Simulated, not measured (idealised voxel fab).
process module | voxel trench capacitor
cross-section cut | 260 nm wide | cells 5 nm
A cross-section is a grid of square cells, given in bands from the top down. A band is one or more rows of cells.
Each band's line starts with the height of the band's top and of its bottom, in nm. Then come its materials from left to right, each with its width in nm. One material with "throughout" fills the band from edge to edge. "air" is empty space.
Height 0 is the level under which the wafer as received is all one material. The lowest band goes on downwards, as in "0 down".
A width such as "30 to 40" changes by the same amount from each row of cells to the next, from the band's top row to its bottom row.
"no change" after a step means that no cell of the cross-section changed.
closed voids: empty space of 8 cells or more with no open way to the top, each as width x height at its distance from the left edge, in nm
after a step's settings: what the simulator itself notes on the step
overlay nm, on a step with a mask: how far to the right of its planned place the mask lay; to the left if negative
plan
1 op RECEIVE | material Si
2 op CONFORMAL_DEP | material SiN | thk nm 5
3 op DIRECTIONAL_DEP | material aC | thk nm 15
4 op PATTERN | tone open | mask id TRENCH | material resist | width nm 15 | pitch nm 40 | thk nm 35 | overlay nm 0
5 op DIRECTIONAL_ETCH | etch materials aC | depth nm 15
6 op STRIP | etch materials resist
7 op DIRECTIONAL_ETCH | etch materials SiN | depth nm 5
8 op DIRECTIONAL_ETCH | etch materials Si | depth nm 40
9 op STRIP | etch materials aC
10 op CONFORMAL_DEP | material Al2O3 | thk nm 5
11 op FILL_DEP | material polySi | thk nm 5
12 op CMP | height nm 5
first wafer, as planned
as received, after step 1
  0 down: Si throughout
  closed voids: none
after step 2
  5 to 0: SiN throughout
  below 0: unchanged
after step 3
  20 to 5: aC throughout
  below 5: unchanged
after step 4
  55 to 20: resist 80 | air 15 | resist 25 | air 15 | resist 25 | air 15 | resist 85
  below 20: unchanged
after step 5
  40 to 20: resist 80 | air 15 | resist 25 | air 15 | resist 25 | air 15 | resist 85
  20 to 5: aC 80 | air 15 | aC 25 | air 15 | aC 25 | air 15 | aC 85
  below 5: unchanged
after step 6
  20 to 5: aC 80 | air 15 | aC 25 | air 15 | aC 25 | air 15 | aC 85
  below 5: unchanged
after step 7
  20 to 5: aC 80 | air 15 | aC 25 | air 15 | aC 25 | air 15 | aC 85
  5 to 0: SiN 80 | air 15 | SiN 25 | air 15 | SiN 25 | air 15 | SiN 85
  below 0: unchanged
after step 8
  20 to 5: aC 80 | air 15 | aC 25 | air 15 | aC 25 | air 15 | aC 85
  5 to 0: SiN 80 | air 15 | SiN 25 | air 15 | SiN 25 | air 15 | SiN 85
  0 to -40: Si 80 | air 15 | Si 25 | air 15 | Si 25 | air 15 | Si 85
  below -40: unchanged
after step 9
  5 to 0: SiN 80 | air 15 | SiN 25 | air 15 | SiN 25 | air 15 | SiN 85
  below 0: unchanged
after step 10
  10 to 5: Al2O3 85 | air 5 | Al2O3 35 | air 5 | Al2O3 35 | air 5 | Al2O3 90
  5 to 0: SiN 80 | Al2O3 5 | air 5 | Al2O3 5 | SiN 25 | Al2O3 5 | air 5 | Al2O3 5 | SiN 25 | Al2O3 5 | air 5 | Al2O3 5 | SiN 85
  0 to -35: Si 80 | Al2O3 5 | air 5 | Al2O3 5 | Si 25 | Al2O3 5 | air 5 | Al2O3 5 | Si 25 | Al2O3 5 | air 5 | Al2O3 5 | Si 85
  -35 to -40: Si 80 | Al2O3 15 | Si 25 | Al2O3 15 | Si 25 | Al2O3 15 | Si 85
  below -40: unchanged
after step 11
  15 to 10: polySi throughout
  10 to 5: Al2O3 85 | polySi 5 | Al2O3 35 | polySi 5 | Al2O3 35 | polySi 5 | Al2O3 90
  5 to 0: SiN 80 | Al2O3 5 | polySi 5 | Al2O3 5 | SiN 25 | Al2O3 5 | polySi 5 | Al2O3 5 | SiN 25 | Al2O3 5 | polySi 5 | Al2O3 5 | SiN 85
  0 to -35: Si 80 | Al2O3 5 | polySi 5 | Al2O3 5 | Si 25 | Al2O3 5 | polySi 5 | Al2O3 5 | Si 25 | Al2O3 5 | polySi 5 | Al2O3 5 | Si 85
  below -35: unchanged
after step 12
  5 to 0: SiN 80 | Al2O3 5 | polySi 5 | Al2O3 5 | SiN 25 | Al2O3 5 | polySi 5 | Al2O3 5 | SiN 25 | Al2O3 5 | polySi 5 | Al2O3 5 | SiN 85
  below 0: unchanged
second wafer: like start, like plan, one mistake. Through step 7 it matches the first wafer
when step 8 should have ended
  5 to 0: SiN 80 | air 15 | SiN 25 | air 15 | SiN 25 | air 15 | SiN 85
  below 0: unchanged
when step 9 should have ended
  5 to 0: SiN 80 | air 15 | SiN 25 | air 15 | SiN 25 | air 15 | SiN 85
  0 to -40: Si 80 | air 15 | Si 25 | air 15 | Si 25 | air 15 | Si 85
  below -40: unchanged
when step 10 should have ended
  10 to 5: Al2O3 85 | air 5 | Al2O3 35 | air 5 | Al2O3 35 | air 5 | Al2O3 90
  5 to 0: SiN 80 | Al2O3 5 | air 5 | Al2O3 5 | SiN 25 | Al2O3 5 | air 5 | Al2O3 5 | SiN 25 | Al2O3 5 | air 5 | Al2O3 5 | SiN 85
  0 to -35: Si 80 | Al2O3 5 | air 5 | Al2O3 5 | Si 25 | Al2O3 5 | air 5 | Al2O3 5 | Si 25 | Al2O3 5 | air 5 | Al2O3 5 | Si 85
  -35 to -40: Si 80 | Al2O3 15 | Si 25 | Al2O3 15 | Si 25 | Al2O3 15 | Si 85
  below -40: unchanged
when step 11 should have ended
  15 to 10: polySi throughout
  10 to 5: Al2O3 85 | polySi 5 | Al2O3 35 | polySi 5 | Al2O3 35 | polySi 5 | Al2O3 90
  5 to 0: SiN 80 | Al2O3 5 | polySi 5 | Al2O3 5 | SiN 25 | Al2O3 5 | polySi 5 | Al2O3 5 | SiN 25 | Al2O3 5 | polySi 5 | Al2O3 5 | SiN 85
  0 to -35: Si 80 | Al2O3 5 | polySi 5 | Al2O3 5 | Si 25 | Al2O3 5 | polySi 5 | Al2O3 5 | Si 25 | Al2O3 5 | polySi 5 | Al2O3 5 | Si 85
  below -35: unchanged
when step 12 should have ended
  5 to 0: SiN 80 | Al2O3 5 | polySi 5 | Al2O3 5 | SiN 25 | Al2O3 5 | polySi 5 | Al2O3 5 | SiN 25 | Al2O3 5 | polySi 5 | Al2O3 5 | SiN 85
  below 0: unchanged
what went wrong: steps 8 and 9 were swapped
at the end the two cross-sections are the same: no effect in what this model computes
